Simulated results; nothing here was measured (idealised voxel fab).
The document below concerns the process module designated voxel gate over fins.
For reference, the cross-section in this document is cut, with width 170 nm and square cells of 5 nm.
A cross-section is a grid of square cells, given in bands from the top down. A band is one or more rows of cells.
Top height, bottom height, nm. Materials left to right, width each, nm. Single material + "all across" = fills band edge to edge. "empty" = empty.
Counting heights begins at 0, where everything beneath is, in the wafer as received, one material. The lowest band has no bottom; it goes on downwards, as "top 0, no bottom" shows.
Top row gets the first number, bottom row gets the second, and each row in between changes by the same step: that is how a band width like "30 to 40" works.
When a step is marked "no modifications", none of the cells in the cross-section changed during that step.
"Sealed void inventory" means: voids of 8 cells or more that are shut off from the top with no open way through. Written width x height at distance, distance from the left edge, in nm.
Heads up: the bit after the settings on a step's line is the simulator's remark on that step.
overlay nm: for a step with a mask, the amount by which the mask lay right of where it was planned; a negative amount means left of it.

**Process steps (planned)**
1,RECEIVE [material Si]
2,CONFORMAL_DEP [material SiN] [thk nm 5]
3,MASKED_ETCH [tone cover] [mask id FINS] [width nm 15] [pitch nm 60] [etch materials SiN] [depth nm 5] [overlay nm 0]
4,MASKED_ETCH [tone cover] [mask id FINS] [width nm 15] [pitch nm 60] [etch materials Si] [depth nm 40] [overlay nm 0]
5,FILL_DEP [material SiO2] [thk nm 10]
6,CMP [height nm 5]
7,DIRECTIONAL_DEP [material aC] [thk nm 10]
8,PATTERN [tone open] [mask id RAIL] [material resist] [width nm 15] [thk nm 25] [overlay nm 0]
9,DIRECTIONAL_ETCH [etch materials aC] [depth nm 10]
10,STRIP [etch materials resist]
11,DIRECTIONAL_ETCH [etch materials SiO2] [depth nm 40]
12,STRIP [etch materials aC]
13,CONFORMAL_DEP [material TiN] [thk nm 5]
14,FILL_DEP [material Ru] [thk nm 5]
15,CMP [height nm 5]
16,SELECTIVE_ETCH [etch materials W Ru TiN] [depth nm 20]
17,FILL_DEP [material SiO2] [thk nm 5]
18,CMP [height nm 5]
19,SELECTIVE_ETCH [etch materials SiO2] [depth nm 15]
20,STRIP [etch materials SiN]
21,CONFORMAL_DEP [material HfO2] [thk nm 5]
22,CONFORMAL_DEP [material TiN] [thk nm 5]
23,FILL_DEP [material W] [thk nm 15]
24,CMP [height nm 20]
25,CONFORMAL_DEP [material SiCN] [thk nm 10]

**Wafer cross-section on receipt, i.e. after step 1**
top 0, no bottom: Si all across
Sealed void inventory: none

**End-of-module XS, first of two wafers, run as planned**
top 30, bottom 20: SiCN all across
top 20, bottom 10: W all across
top 10, bottom 5: 35 W, 35 TiN, 25 W, 35 TiN, 40 W
top 5, bottom 0: 35 W, 5 TiN, 25 HfO2, 5 TiN, 25 W, 5 TiN, 25 HfO2, 5 TiN, 40 W
top 0, bottom -5: 40 TiN, 5 HfO2, 15 Si, 5 HfO2, 35 TiN, 5 HfO2, 15 Si, 5 HfO2, 45 TiN
top -5, bottom -10: 45 HfO2, 15 Si, 45 HfO2, 15 Si, 50 HfO2
top -10, bottom -15: 45 SiO2, 15 Si, 45 SiO2, 15 Si, 50 SiO2
top -15, bottom -30: 45 SiO2, 15 Si, 15 SiO2, 5 TiN, 5 Ru, 5 TiN, 15 SiO2, 15 Si, 50 SiO2
top -30, bottom -35: 45 SiO2, 15 Si, 15 SiO2, 15 TiN, 15 SiO2, 15 Si, 50 SiO2
top -35, bottom -40: 45 SiO2, 15 Si, 45 SiO2, 15 Si, 50 SiO2
top -40, no bottom: Si all across
Sealed void inventory: none

**What the second wafer looks like in cross-section once the module is done. Its start and its plan matched the first wafer's exactly; what differed was one mistake in how it was run**
top 30, bottom 20: SiCN all across
top 20, bottom 10: aC all across
top 10, bottom 5: 35 aC, 35 TiN, 25 aC, 35 TiN, 40 aC
top 5, bottom 0: 35 aC, 5 TiN, 25 HfO2, 5 TiN, 25 aC, 5 TiN, 25 HfO2, 5 TiN, 40 aC
top 0, bottom -5: 40 TiN, 5 HfO2, 15 Si, 5 HfO2, 35 TiN, 5 HfO2, 15 Si, 5 HfO2, 45 TiN
top -5, bottom -10: 45 HfO2, 15 Si, 45 HfO2, 15 Si, 50 HfO2
top -10, bottom -15: 45 SiO2, 15 Si, 45 SiO2, 15 Si, 50 SiO2
top -15, bottom -30: 45 SiO2, 15 Si, 15 SiO2, 5 TiN, 5 Ru, 5 TiN, 15 SiO2, 15 Si, 50 SiO2
top -30, bottom -35: 45 SiO2, 15 Si, 15 SiO2, 15 TiN, 15 SiO2, 15 Si, 50 SiO2
top -35, bottom -40: 45 SiO2, 15 Si, 45 SiO2, 15 Si, 50 SiO2
top -40, no bottom: Si all across
Sealed void inventory: none
Which mistake was made when the wafer was run? note that step 23 departed from the planned setting and was carried out as FILL_DEP [material aC] [thk nm 15]
End of process, cell counts, second wafer against first, materials with more or fewer: 108 fewer of W; 108 more of aC
